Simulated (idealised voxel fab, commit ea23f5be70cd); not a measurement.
Herein follows the process module entitled voxel plated lines.
We display cut, a cross-section 220 nm in width whose square cells are each 5 nm.
A cross-section is written here as square cells arranged in a grid, and it is given in bands from the top down, each band taking up one or more rows of cells. Basically the band line says how high the top is and how high the bottom is, in nm, and then what's in it from left to right, every material with its width in nm. Empty space shows up as "empty", and if a single material carries "full width" it runs the full band edge to edge. Where do heights start? At 0: under that level the wafer as delivered is made of one material only. And the lowest band has no floor; it just carries on downward, as in "from 0 down". Width spec "30 to 40" -> top row of cells at first value, bottom row at second value, equal per-row change in between. Basically "all unchanged" means that step didn't change any cell in the cross-section. Reported under the label "Sealed voids" are the empty spaces having no open way to the top and comprising 8 cells or more; the notation for each is width x height at distance, in which the distance is measured from the left edge and all three values are in nm. Anything after a step's settings on that line? It's the simulator's own note about the step. If you see "overlay nm" on a step's line and that step has a mask, it's telling you how far right of where it was planned the mask ended up; a negative number means it went left instead.
## The steps planned for the process are as follows
| 1 | RECEIVE with material Si |
| 2 | CONFORMAL_DEP with material SiN, thk nm 15 |
| 3 | DIRECTIONAL_DEP with material TiN, thk nm 5 |
| 4 | PATTERN with tone open, mask id LINES, material resist, width nm 15, pitch nm 35, thk nm 25, overlay nm 0 |
| 5 | EPI with material Ru, thk nm 10 |
| 6 | EPI with material Ru, thk nm 10 |
| 7 | STRIP with etch materials resist |
| 8 | DIRECTIONAL_ETCH with etch materials TiN, depth nm 5 |
| 9 | CONFORMAL_DEP with material SiCN, thk nm 10 |
## Received-state cross-section, reflecting completion of step 1
- from 0 down  Si full width
- Sealed voids: none
## This is how the wafer looks in cross-section once the module is done, given the starting state and plan above and one mistake in carrying the plan out
- from 45 to 35  empty (75) | SiCN (70) | empty (75)
- from 35 to 20  empty (75) | SiCN (10) | Ru (15) | SiCN (20) | Ru (15) | SiCN (10) | empty (75)
- from 20 to 15  SiCN (85) | Ru (15) | SiCN (20) | Ru (15) | SiCN (85)
- from 15 to 10  SiCN (85) | TiN (15) | SiCN (20) | TiN (15) | SiCN (85)
- from 10 to 0  SiN full width
- from 0 down  Si full width
- Sealed voids: none
Run error: step 2 ran differently from the plan; actual operation with settings: CONFORMAL_DEP with material SiN, thk nm 10
